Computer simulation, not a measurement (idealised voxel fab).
process module | voxel double patterning
cross-section cut | 265 nm wide | cells 5 nm
A cross-section is a grid of square cells, given in bands from the top down. A band is one or more rows of cells.
Each band's line starts with the height of the band's top and of its bottom, in nm. Then come its materials from left to right, each with its width in nm. One material with "throughout" fills the band from edge to edge. "air" is empty space.
Height 0 is the level under which the wafer as received is all one material. The lowest band goes on downwards, as in "0 down".
A width such as "30 to 40" changes by the same amount from each row of cells to the next, from the band's top row to its bottom row.
"no change" after a step means that no cell of the cross-section changed.
closed voids: empty space of 8 cells or more with no open way to the top, each as width x height at its distance from the left edge, in nm
after a step's settings: what the simulator itself notes on the step
overlay nm, on a step with a mask: how far to the right of its planned place the mask lay; to the left if negative
plan
1 op RECEIVE | material Si
2 op CONFORMAL_DEP | material SiO2 | thk nm 10
3 op DIRECTIONAL_DEP | material polySi | thk nm 10
4 op DIRECTIONAL_DEP | material SiCN | thk nm 5
5 op DIRECTIONAL_DEP | material aC | thk nm 15
6 op PATTERN | tone open | mask id FIRST | material resist | width nm 15 | pitch nm 50 | thk nm 30 | overlay nm 0
7 op DIRECTIONAL_ETCH | etch materials aC | depth nm 15
8 op STRIP | etch materials resist
9 op DIRECTIONAL_ETCH | etch materials SiCN | depth nm 5
10 op STRIP | etch materials aC
11 op PATTERN | tone open | mask id SECOND | material resist | width nm 15 | thk nm 15 | overlay nm -15
12 op DIRECTIONAL_ETCH | etch materials SiCN | depth nm 5
13 op STRIP | etch materials resist
14 op DIRECTIONAL_ETCH | etch materials polySi | depth nm 10
15 op STRIP | etch materials SiCN
varied across the wafers: overlay nm of step 11. The plan shows the first wafer's value. All wafers start alike
first wafer as received, after step 1
  0 down: Si throughout
  closed voids: none
first wafer at the end, after step 15
  20 to 10: polySi 100 | air 25 | polySi 25 | air 15 | polySi 100
  10 to 0: SiO2 throughout
  0 down: Si throughout
  closed voids: none
last wafer at the end
  20 to 10: polySi 100 | air 15 | polySi 25 | air 25 | polySi 100
  10 to 0: SiO2 throughout
  0 down: Si throughout
  closed voids: none
each wafer at the end: cells of each material gained (+) or lost (-) since it was received, then its closed voids
overlay nm -15 | +106 SiO2 | +90 polySi | closed voids: none
overlay nm -10 | +106 SiO2 | +88 polySi | closed voids: none
overlay nm -5 | +106 SiO2 | +88 polySi | closed voids: none
overlay nm 0 | +106 SiO2 | +88 polySi | closed voids: none
overlay nm 5 | +106 SiO2 | +88 polySi | closed voids: none
overlay nm 10 | +106 SiO2 | +88 polySi | closed voids: none
overlay nm 15 | +106 SiO2 | +90 polySi | closed voids: none
